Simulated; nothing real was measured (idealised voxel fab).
process module | voxel spacer lines
cross-section cut | 225 nm wide | cells 5 nm
A cross-section is a grid of square cells, given in bands from the top down. A band is one or more rows of cells.
Each band's line starts with the height of the band's top and of its bottom, in nm. Then come its materials from left to right, each with its width in nm. One material with "throughout" fills the band from edge to edge. "air" is empty space.
Height 0 is the level under which the wafer as received is all one material. The lowest band goes on downwards, as in "0 down".
A width such as "30 to 40" changes by the same amount from each row of cells to the next, from the band's top row to its bottom row.
"no change" after a step means that no cell of the cross-section changed.
closed voids: empty space of 8 cells or more with no open way to the top, each as width x height at its distance from the left edge, in nm
after a step's settings: what the simulator itself notes on the step
overlay nm, on a step with a mask: how far to the right of its planned place the mask lay; to the left if negative
plan
1 op RECEIVE | material Si
2 op CONFORMAL_DEP | material SiO2 | thk nm 5
3 op DIRECTIONAL_DEP | material polySi | thk nm 20
4 op DIRECTIONAL_DEP | material aC | thk nm 25
5 op PATTERN | tone cover | mask id MANDREL | material resist | width nm 15 | pitch nm 60 | thk nm 30 | overlay nm 0
6 op DIRECTIONAL_ETCH | etch materials aC | depth nm 25
7 op STRIP | etch materials resist
8 op CONFORMAL_DEP | material SiN | thk nm 15
9 op DIRECTIONAL_ETCH | etch materials SiN | depth nm 15
10 op STRIP | etch materials aC
11 op DIRECTIONAL_ETCH | etch materials polySi | depth nm 20
12 op STRIP | etch materials SiN
varied across the wafers: width nm of step 5. The plan shows the first wafer's value. All wafers start alike
first wafer as received, after step 1
  0 down: Si throughout
  closed voids: none
first wafer at the end, after step 12
  25 to 5: air 60 | polySi 15 | air 15 | polySi 15 | air 15 | polySi 15 | air 15 | polySi 15 | air 60
  5 to 0: SiO2 throughout
  0 down: Si throughout
  closed voids: none
last wafer at the end
  25 to 5: air 55 | polySi 15 | air 30 | polySi 30 | air 30 | polySi 15 | air 50
  5 to 0: SiO2 throughout
  0 down: Si throughout
  closed voids: none
each wafer at the end: cells of each material gained (+) or lost (-) since it was received, then its closed voids
width nm 15 | +45 SiO2 | +48 polySi | closed voids: none
width nm 20 | +45 SiO2 | +48 polySi | closed voids: none
width nm 25 | +45 SiO2 | +48 polySi | closed voids: none
width nm 30 | +45 SiO2 | +48 polySi | closed voids: none
